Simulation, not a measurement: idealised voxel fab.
process module | voxel released beams
cross-section cut | 145 nm wide | cells 5 nm
A cross-section is a grid of square cells, given in bands from the top down. A band is one or more rows of cells.
Each band's line starts with the height of the band's top and of its bottom, in nm. Then come its materials from left to right, each with its width in nm. One material with "throughout" fills the band from edge to edge. "air" is empty space.
Height 0 is the level under which the wafer as received is all one material. The lowest band goes on downwards, as in "0 down".
A width such as "30 to 40" changes by the same amount from each row of cells to the next, from the band's top row to its bottom row.
"no change" after a step means that no cell of the cross-section changed.
closed voids: empty space of 8 cells or more with no open way to the top, each as width x height at its distance from the left edge, in nm
after a step's settings: what the simulator itself notes on the step
overlay nm, on a step with a mask: how far to the right of its planned place the mask lay; to the left if negative
plan
1 op RECEIVE | material Si
2 op CONFORMAL_DEP | material Al2O3 | thk nm 5
3 op DIRECTIONAL_DEP | material SiO2 | thk nm 20
4 op MASKED_ETCH | tone open | mask id ANCHOR | width nm 45 | etch materials SiO2 | depth nm 20 | overlay nm 0
5 op CONFORMAL_DEP | material polySi | thk nm 15
6 op MASKED_ETCH | tone cover | mask id BEAM | width nm 90 | etch materials polySi | depth nm 15 | overlay nm -10
7 op STRIP | etch materials SiO2
varied across the wafers: overlay nm of step 6. The plan shows the first wafer's value. All wafers start alike
first wafer as received, after step 1
  0 down: Si throughout
  closed voids: none
each wafer at the end: cells of each material gained (+) or lost (-) since it was received, then its closed voids
overlay nm -10 | +29 Al2O3 | +78 polySi | closed voids: none
overlay nm -5 | +29 Al2O3 | +78 polySi | closed voids: none
overlay nm 0 | +29 Al2O3 | +78 polySi | closed voids: none
overlay nm 5 | +29 Al2O3 | +78 polySi | closed voids: none
overlay nm 10 | +29 Al2O3 | +78 polySi | closed voids: none
overlay nm 15 | +29 Al2O3 | +78 polySi | closed voids: none
